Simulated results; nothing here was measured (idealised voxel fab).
process module | voxel trench capacitor
cross-section cut | 200 nm wide | cells 5 nm
A cross-section is a grid of square cells, given in bands from the top down. A band is one or more rows of cells.
Each band's line starts with the height of the band's top and of its bottom, in nm. Then come its materials from left to right, each with its width in nm. One material with "throughout" fills the band from edge to edge. "air" is empty space.
Height 0 is the level under which the wafer as received is all one material. The lowest band goes on downwards, as in "0 down".
A width such as "30 to 40" changes by the same amount from each row of cells to the next, from the band's top row to its bottom row.
"no change" after a step means that no cell of the cross-section changed.
closed voids: empty space of 8 cells or more with no open way to the top, each as width x height at its distance from the left edge, in nm
after a step's settings: what the simulator itself notes on the step
overlay nm, on a step with a mask: how far to the right of its planned place the mask lay; to the left if negative
plan
1 op RECEIVE | material Si
2 op CONFORMAL_DEP | material SiN | thk nm 5
3 op DIRECTIONAL_DEP | material aC | thk nm 10
4 op PATTERN | tone open | mask id TRENCH | material resist | width nm 25 | pitch nm 55 | thk nm 30 | overlay nm -15
5 op DIRECTIONAL_ETCH | etch materials aC | depth nm 10
6 op STRIP | etch materials resist
7 op DIRECTIONAL_ETCH | etch materials SiN | depth nm 5
8 op DIRECTIONAL_ETCH | etch materials Si | depth nm 35
9 op STRIP | etch materials aC
10 op CONFORMAL_DEP | material Al2O3 | thk nm 5
11 op FILL_DEP | material polySi | thk nm 5
12 op CMP | height nm 5
varied across the wafers: overlay nm of step 4. The plan shows the first wafer's value. All wafers start alike
first wafer as received, after step 1
  0 down: Si throughout
  closed voids: none
each wafer at the end: cells of each material gained (+) or lost (-) since it was received, then its closed voids
overlay nm -15 | +38 Al2O3 | -70 Si | +30 SiN | +42 polySi | closed voids: none
overlay nm -10 | +38 Al2O3 | -70 Si | +30 SiN | +42 polySi | closed voids: none
overlay nm -5 | +38 Al2O3 | -70 Si | +30 SiN | +42 polySi | closed voids: none
overlay nm 0 | +38 Al2O3 | -70 Si | +30 SiN | +42 polySi | closed voids: none
overlay nm 5 | +38 Al2O3 | -70 Si | +30 SiN | +42 polySi | closed voids: none
overlay nm 10 | +38 Al2O3 | -70 Si | +30 SiN | +42 polySi | closed voids: none
overlay nm 15 | +38 Al2O3 | -70 Si | +30 SiN | +42 polySi | closed voids: none
